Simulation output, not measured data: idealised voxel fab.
Module name: voxel spacer lines (process module)
This is section cut - it's 150 nm across, gridded in 5 nm square cells.
Reading order for cross-sections: top band down to bottom band. Underlying form: a grid of square cells. Band size: one or more rows of cells.
Band: top height; bottom height; in nm. Then, left to right: material with width in nm, for each material. "edge to edge": a single material spanning edge to edge. "blank": empty space.
Measure heights from 0. That's the level where, below it, the as-received wafer is all one material. The lowest band is bottomless and extends downward; write it as in "z 0 and below".
Quick explanation for "30 to 40": the width changes in equal steps down the rows of cells, from the first number in the band's top row to the second number in its bottom row.
Where the words "no alterations made" appear for a step, the cross-section shows no cell changed by that step; every cell remained as before.
Empty spaces without an open route to the top, at least 8 cells in extent, make up the entry "Closed void listing"; each is given as width x height at distance, where the distance is measured from the left edge, and all are in nm.
What comes after the settings on a step's line is commentary from the simulator itself on that step.
overlay nm: where the mask lay relative to plan, measured to the right, on steps with a mask; negatives go left.

Process steps - plan
1,RECEIVE with material Si
2,CONFORMAL_DEP with material Al2O3, thk nm 5
3,DIRECTIONAL_DEP with material SiN, thk nm 20
4,DIRECTIONAL_DEP with material aC, thk nm 20
5,PATTERN with tone cover, mask id MANDREL, material resist, width nm 25, pitch nm 80, thk nm 30, overlay nm -5
6,DIRECTIONAL_ETCH with etch materials aC, depth nm 20
7,STRIP with etch materials resist
8,CONFORMAL_DEP with material SiO2, thk nm 15
9,DIRECTIONAL_ETCH with etch materials SiO2, depth nm 15
10,STRIP with etch materials aC
11,DIRECTIONAL_ETCH with etch materials SiN, depth nm 20
12,STRIP with etch materials SiO2
The wafers are alike at the start. At step 5, their overlay nm differs. The plan lists the first wafer's value.

Cross-section of the first of several received wafers, showing its state after step 1
  z 0 and below = Si edge to edge
  Closed void listing: none

Each wafer at the end: cells of each material gained (+) or lost (-) since it was received, then its closed voids
overlay nm -5 | +30 Al2O3 | +48 SiN | Closed void listing: none
overlay nm 0 | +30 Al2O3 | +48 SiN | Closed void listing: none
overlay nm 5 | +30 Al2O3 | +48 SiN | Closed void listing: none
overlay nm 10 | +30 Al2O3 | +48 SiN | Closed void listing: none
